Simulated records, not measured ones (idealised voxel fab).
This is a process module. Its name is voxel air gaps.
It is cross-section cut that appears here, measuring 190 nm in width, its square cells being 5 nm in size.
Heads up, the way a cross-section reads in here is a grid of square cells, handed over as bands from the top down, with every band being one or more rows of cells.
Band: top and bottom heights (nm) first, top before bottom; then materials from left to right, widths in nm. "all across" marks a sole material filling the band edge to edge. "air" denotes empty space.
For the purposes of this specification, 0 denotes the height below which the wafer in its as-received condition is composed wholly of one material, and the lowermost band, lacking a lower limit, extends downward without end, as expressed in "from 0 down".
You'd read "30 to 40" like this: the band's top row of cells is as wide as the first number, its bottom row is as wide as the second, and going down, every row changes width by the same amount as the row before did.
No cell of the cross-section changed in a step that is given as "nothing was modified".
If an empty space has no open way to the top and is at least 8 cells in size, "Entrapped void list" lists it, written width x height at distance, where distance is measured from the left edge and every value is in nm.
Post-settings text on a step line: simulator's own remark regarding the step.
overlay nm, on a step with a mask: how far to the right of its planned place the mask lay; to the left if negative
**Steps in the process plan**
step 1: RECEIVE | material Si
step 2: CONFORMAL_DEP | material SiO2 | thk nm 15
step 3: CONFORMAL_DEP | material SiCN | thk nm 5
step 4: DIRECTIONAL_DEP | material SiO2 | thk nm 30
step 5: PATTERN | tone open | mask id LINES | material resist | width nm 15 | pitch nm 45 | thk nm 20 | overlay nm 0
step 6: DIRECTIONAL_ETCH | etch materials SiO2 | depth nm 30
step 7: STRIP | etch materials resist
step 8: CONFORMAL_DEP | material TiN | thk nm 5
step 9: FILL_DEP | material W | thk nm 5
step 10: CMP | height nm 50
step 11: EPI | material Ru | thk nm 10
step 12: SELECTIVE_ETCH | etch materials SiO2 | depth nm 40
step 13: CONFORMAL_DEP | material SiCN | thk nm 5
**As received (post step 1): cross-section**
  from 0 down  Si all across
  Entrapped void list: none
**a wafer at the end: this start, this plan, one mistake**
  from 65 to 60  air (20), SiCN (135), air (35)
  from 60 to 50  air (20), SiCN (5), Ru (35), SiCN (10), Ru (35), SiCN (10), Ru (35), SiCN (5), air (35)
  from 50 to 45  air (20), SiCN (15), TiN (5), W (5), TiN (5), SiCN (30), TiN (5), W (5), TiN (5), SiCN (30), TiN (5), W (5), TiN (5), SiCN (15), air (35)
  from 45 to 25  air (30), SiCN (5), TiN (5), W (5), TiN (5), SiCN (5), air (20), SiCN (5), TiN (5), W (5), TiN (5), SiCN (5), air (20), SiCN (5), TiN (5), W (5), TiN (5), SiCN (5), air (45)
  from 25 to 20  SiCN (35), TiN (15), SiCN (30), TiN (15), SiCN (30), TiN (15), SiCN (50)
  from 20 to 15  SiCN all across
  from 15 to 0  SiO2 all across
  from 0 down  Si all across
  Entrapped void list: 20 x 20 at 55; 20 x 20 at 100
Processing error: heads up, step 5 didn't go per plan, it actually ran as PATTERN | tone open | mask id LINES | material resist | width nm 15 | pitch nm 45 | thk nm 20 | overlay nm -5
